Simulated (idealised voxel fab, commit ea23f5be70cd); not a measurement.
process module | voxel self aligned vias
cross-section cut | 225 nm wide | cells 5 nm
A cross-section is a grid of square cells, given in bands from the top down. A band is one or more rows of cells.
Each band's line starts with the height of the band's top and of its bottom, in nm. Then come its materials from left to right, each with its width in nm. One material with "throughout" fills the band from edge to edge. "air" is empty space.
Height 0 is the level under which the wafer as received is all one material. The lowest band goes on downwards, as in "0 down".
A width such as "30 to 40" changes by the same amount from each row of cells to the next, from the band's top row to its bottom row.
"no change" after a step means that no cell of the cross-section changed.
closed voids: empty space of 8 cells or more with no open way to the top, each as width x height at its distance from the left edge, in nm
after a step's settings: what the simulator itself notes on the step
overlay nm, on a step with a mask: how far to the right of its planned place the mask lay; to the left if negative
plan
1 op RECEIVE | material Si
2 op CONFORMAL_DEP | material SiO2 | thk nm 10
3 op CONFORMAL_DEP | material SiCN | thk nm 5
4 op DIRECTIONAL_DEP | material lowk | thk nm 20
5 op DIRECTIONAL_DEP | material aC | thk nm 10
6 op PATTERN | tone open | mask id LINES | material resist | width nm 20 | pitch nm 55 | thk nm 25 | overlay nm 0
7 op DIRECTIONAL_ETCH | etch materials aC | depth nm 10
8 op STRIP | etch materials resist
9 op DIRECTIONAL_ETCH | etch materials lowk | depth nm 20
10 op STRIP | etch materials aC
11 op CONFORMAL_DEP | material TiN | thk nm 5
12 op FILL_DEP | material Ru | thk nm 10
13 op CMP | height nm 35
14 op SELECTIVE_ETCH | etch materials W Ru TiN | depth nm 5
15 op FILL_DEP | material SiN | thk nm 10
16 op CMP | height nm 35
17 op DIRECTIONAL_DEP | material lowk | thk nm 15
18 op DIRECTIONAL_DEP | material aC | thk nm 10
19 op PATTERN | tone open | mask id VIAS | material resist | width nm 40 | pitch nm 110 | thk nm 25 | overlay nm 0
20 op DIRECTIONAL_ETCH | etch materials aC | depth nm 10
21 op STRIP | etch materials resist
22 op DIRECTIONAL_ETCH | etch materials lowk | depth nm 15
23 op DIRECTIONAL_ETCH | etch materials SiN | depth nm 5
24 op STRIP | etch materials aC
25 op CONFORMAL_DEP | material TiN | thk nm 5
26 op FILL_DEP | material Ru | thk nm 10
27 op CMP | height nm 50
28 op CONFORMAL_DEP | material SiCN | thk nm 5
first wafer, as planned
as received, after step 1
  0 down: Si throughout
  closed voids: none
after step 2
  10 to 0: SiO2 throughout
  below 0: unchanged
after step 3
  15 to 10: SiCN throughout
  below 10: unchanged
after step 4
  35 to 15: lowk throughout
  below 15: unchanged
after step 5
  45 to 35: aC throughout
  below 35: unchanged
after step 6
  70 to 45: resist 45 | air 20 | resist 35 | air 20 | resist 35 | air 20 | resist 50
  below 45: unchanged
after step 7
  60 to 45: resist 45 | air 20 | resist 35 | air 20 | resist 35 | air 20 | resist 50
  45 to 35: aC 45 | air 20 | aC 35 | air 20 | aC 35 | air 20 | aC 50
  below 35: unchanged
after step 8
  45 to 35: aC 45 | air 20 | aC 35 | air 20 | aC 35 | air 20 | aC 50
  below 35: unchanged
after step 9
  45 to 35: aC 45 | air 20 | aC 35 | air 20 | aC 35 | air 20 | aC 50
  35 to 15: lowk 45 | air 20 | lowk 35 | air 20 | lowk 35 | air 20 | lowk 50
  below 15: unchanged
after step 10
  35 to 15: lowk 45 | air 20 | lowk 35 | air 20 | lowk 35 | air 20 | lowk 50
  below 15: unchanged
after step 11
  40 to 35: TiN 50 | air 10 | TiN 45 | air 10 | TiN 45 | air 10 | TiN 55
  35 to 20: lowk 45 | TiN 5 | air 10 | TiN 5 | lowk 35 | TiN 5 | air 10 | TiN 5 | lowk 35 | TiN 5 | air 10 | TiN 5 | lowk 50
  20 to 15: lowk 45 | TiN 20 | lowk 35 | TiN 20 | lowk 35 | TiN 20 | lowk 50
  below 15: unchanged
after step 12
  50 to 40: Ru throughout
  40 to 35: TiN 50 | Ru 10 | TiN 45 | Ru 10 | TiN 45 | Ru 10 | TiN 55
  35 to 20: lowk 45 | TiN 5 | Ru 10 | TiN 5 | lowk 35 | TiN 5 | Ru 10 | TiN 5 | lowk 35 | TiN 5 | Ru 10 | TiN 5 | lowk 50
  below 20: unchanged
after step 13
  35 to 20: lowk 45 | TiN 5 | Ru 10 | TiN 5 | lowk 35 | TiN 5 | Ru 10 | TiN 5 | lowk 35 | TiN 5 | Ru 10 | TiN 5 | lowk 50
  below 20: unchanged
after step 14
  35 to 30: lowk 45 | air 20 | lowk 35 | air 20 | lowk 35 | air 20 | lowk 50
  below 30: unchanged
after step 15
  45 to 35: SiN throughout
  35 to 30: lowk 45 | SiN 20 | lowk 35 | SiN 20 | lowk 35 | SiN 20 | lowk 50
  below 30: unchanged
after step 16
  35 to 30: lowk 45 | SiN 20 | lowk 35 | SiN 20 | lowk 35 | SiN 20 | lowk 50
  below 30: unchanged
after step 17
  50 to 35: lowk throughout
  below 35: unchanged
after step 18
  60 to 50: aC throughout
  below 50: unchanged
after step 19
  85 to 60: resist 35 | air 40 | resist 70 | air 40 | resist 40
  below 60: unchanged
after step 20
  75 to 60: resist 35 | air 40 | resist 70 | air 40 | resist 40
  60 to 50: aC 35 | air 40 | aC 70 | air 40 | aC 40
  below 50: unchanged
after step 21
  60 to 50: aC 35 | air 40 | aC 70 | air 40 | aC 40
  below 50: unchanged
after step 22
  60 to 50: aC 35 | air 40 | aC 70 | air 40 | aC 40
  50 to 35: lowk 35 | air 40 | lowk 70 | air 40 | lowk 40
  below 35: unchanged
after step 23
  60 to 50: aC 35 | air 40 | aC 70 | air 40 | aC 40
  50 to 35: lowk 35 | air 40 | lowk 70 | air 40 | lowk 40
  35 to 30: lowk 45 | air 20 | lowk 35 | SiN 20 | lowk 35 | air 20 | lowk 50
  below 30: unchanged
after step 24
  50 to 35: lowk 35 | air 40 | lowk 70 | air 40 | lowk 40
  below 35: unchanged
after step 25
  55 to 50: TiN 40 | air 30 | TiN 80 | air 30 | TiN 45
  50 to 40: lowk 35 | TiN 5 | air 30 | TiN 5 | lowk 70 | TiN 5 | air 30 | TiN 5 | lowk 40
  40 to 35: lowk 35 | TiN 15 | air 10 | TiN 15 | lowk 70 | TiN 15 | air 10 | TiN 15 | lowk 40
  35 to 30: lowk 45 | TiN 20 | lowk 35 | SiN 20 | lowk 35 | TiN 20 | lowk 50
  below 30: unchanged
after step 26
  65 to 55: Ru throughout
  55 to 50: TiN 40 | Ru 30 | TiN 80 | Ru 30 | TiN 45
  50 to 40: lowk 35 | TiN 5 | Ru 30 | TiN 5 | lowk 70 | TiN 5 | Ru 30 | TiN 5 | lowk 40
  40 to 35: lowk 35 | TiN 15 | Ru 10 | TiN 15 | lowk 70 | TiN 15 | Ru 10 | TiN 15 | lowk 40
  below 35: unchanged
after step 27
  50 to 40: lowk 35 | TiN 5 | Ru 30 | TiN 5 | lowk 70 | TiN 5 | Ru 30 | TiN 5 | lowk 40
  below 40: unchanged
after step 28
  55 to 50: SiCN throughout
  below 50: unchanged
second wafer: like start, like plan, one mistake. Through step 1 it matches the first wafer
when step 2 should have ended
  5 to 0: SiCN throughout
  below 0: unchanged
when step 3 should have ended
  15 to 5: SiO2 throughout
  below 5: unchanged
when step 4 should have ended
  35 to 15: lowk throughout
  below 15: unchanged
when step 5 should have ended
  45 to 35: aC throughout
  below 35: unchanged
when step 6 should have ended
  70 to 45: resist 45 | air 20 | resist 35 | air 20 | resist 35 | air 20 | resist 50
  below 45: unchanged
when step 7 should have ended
  60 to 45: resist 45 | air 20 | resist 35 | air 20 | resist 35 | air 20 | resist 50
  45 to 35: aC 45 | air 20 | aC 35 | air 20 | aC 35 | air 20 | aC 50
  below 35: unchanged
when step 8 should have ended
  45 to 35: aC 45 | air 20 | aC 35 | air 20 | aC 35 | air 20 | aC 50
  below 35: unchanged
when step 9 should have ended
  45 to 35: aC 45 | air 20 | aC 35 | air 20 | aC 35 | air 20 | aC 50
  35 to 15: lowk 45 | air 20 | lowk 35 | air 20 | lowk 35 | air 20 | lowk 50
  below 15: unchanged
when step 10 should have ended
  35 to 15: lowk 45 | air 20 | lowk 35 | air 20 | lowk 35 | air 20 | lowk 50
  below 15: unchanged
when step 11 should have ended
  40 to 35: TiN 50 | air 10 | TiN 45 | air 10 | TiN 45 | air 10 | TiN 55
  35 to 20: lowk 45 | TiN 5 | air 10 | TiN 5 | lowk 35 | TiN 5 | air 10 | TiN 5 | lowk 35 | TiN 5 | air 10 | TiN 5 | lowk 50
  20 to 15: lowk 45 | TiN 20 | lowk 35 | TiN 20 | lowk 35 | TiN 20 | lowk 50
  below 15: unchanged
when step 12 should have ended
  50 to 40: Ru throughout
  40 to 35: TiN 50 | Ru 10 | TiN 45 | Ru 10 | TiN 45 | Ru 10 | TiN 55
  35 to 20: lowk 45 | TiN 5 | Ru 10 | TiN 5 | lowk 35 | TiN 5 | Ru 10 | TiN 5 | lowk 35 | TiN 5 | Ru 10 | TiN 5 | lowk 50
  below 20: unchanged
when step 13 should have ended
  35 to 20: lowk 45 | TiN 5 | Ru 10 | TiN 5 | lowk 35 | TiN 5 | Ru 10 | TiN 5 | lowk 35 | TiN 5 | Ru 10 | TiN 5 | lowk 50
  below 20: unchanged
when step 14 should have ended
  35 to 30: lowk 45 | air 20 | lowk 35 | air 20 | lowk 35 | air 20 | lowk 50
  below 30: unchanged
when step 15 should have ended
  45 to 35: SiN throughout
  35 to 30: lowk 45 | SiN 20 | lowk 35 | SiN 20 | lowk 35 | SiN 20 | lowk 50
  below 30: unchanged
when step 16 should have ended
  35 to 30: lowk 45 | SiN 20 | lowk 35 | SiN 20 | lowk 35 | SiN 20 | lowk 50
  below 30: unchanged
when step 17 should have ended
  50 to 35: lowk throughout
  below 35: unchanged
when step 18 should have ended
  60 to 50: aC throughout
  below 50: unchanged
when step 19 should have ended
  85 to 60: resist 35 | air 40 | resist 70 | air 40 | resist 40
  below 60: unchanged
when step 20 should have ended
  75 to 60: resist 35 | air 40 | resist 70 | air 40 | resist 40
  60 to 50: aC 35 | air 40 | aC 70 | air 40 | aC 40
  below 50: unchanged
when step 21 should have ended
  60 to 50: aC 35 | air 40 | aC 70 | air 40 | aC 40
  below 50: unchanged
when step 22 should have ended
  60 to 50: aC 35 | air 40 | aC 70 | air 40 | aC 40
  50 to 35: lowk 35 | air 40 | lowk 70 | air 40 | lowk 40
  below 35: unchanged
when step 23 should have ended
  60 to 50: aC 35 | air 40 | aC 70 | air 40 | aC 40
  50 to 35: lowk 35 | air 40 | lowk 70 | air 40 | lowk 40
  35 to 30: lowk 45 | air 20 | lowk 35 | SiN 20 | lowk 35 | air 20 | lowk 50
  below 30: unchanged
when step 24 should have ended
  50 to 35: lowk 35 | air 40 | lowk 70 | air 40 | lowk 40
  below 35: unchanged
when step 25 should have ended
  55 to 50: TiN 40 | air 30 | TiN 80 | air 30 | TiN 45
  50 to 40: lowk 35 | TiN 5 | air 30 | TiN 5 | lowk 70 | TiN 5 | air 30 | TiN 5 | lowk 40
  40 to 35: lowk 35 | TiN 15 | air 10 | TiN 15 | lowk 70 | TiN 15 | air 10 | TiN 15 | lowk 40
  35 to 30: lowk 45 | TiN 20 | lowk 35 | SiN 20 | lowk 35 | TiN 20 | lowk 50
  below 30: unchanged
when step 26 should have ended
  65 to 55: Ru throughout
  55 to 50: TiN 40 | Ru 30 | TiN 80 | Ru 30 | TiN 45
  50 to 40: lowk 35 | TiN 5 | Ru 30 | TiN 5 | lowk 70 | TiN 5 | Ru 30 | TiN 5 | lowk 40
  40 to 35: lowk 35 | TiN 15 | Ru 10 | TiN 15 | lowk 70 | TiN 15 | Ru 10 | TiN 15 | lowk 40
  below 35: unchanged
when step 27 should have ended
  50 to 40: lowk 35 | TiN 5 | Ru 30 | TiN 5 | lowk 70 | TiN 5 | Ru 30 | TiN 5 | lowk 40
  below 40: unchanged
when step 28 should have ended
  55 to 50: SiCN throughout
  below 50: unchanged
what went wrong: steps 2 and 3 were swapped
at the end the second wafer has, in cells: as many of each material as the first, in other places
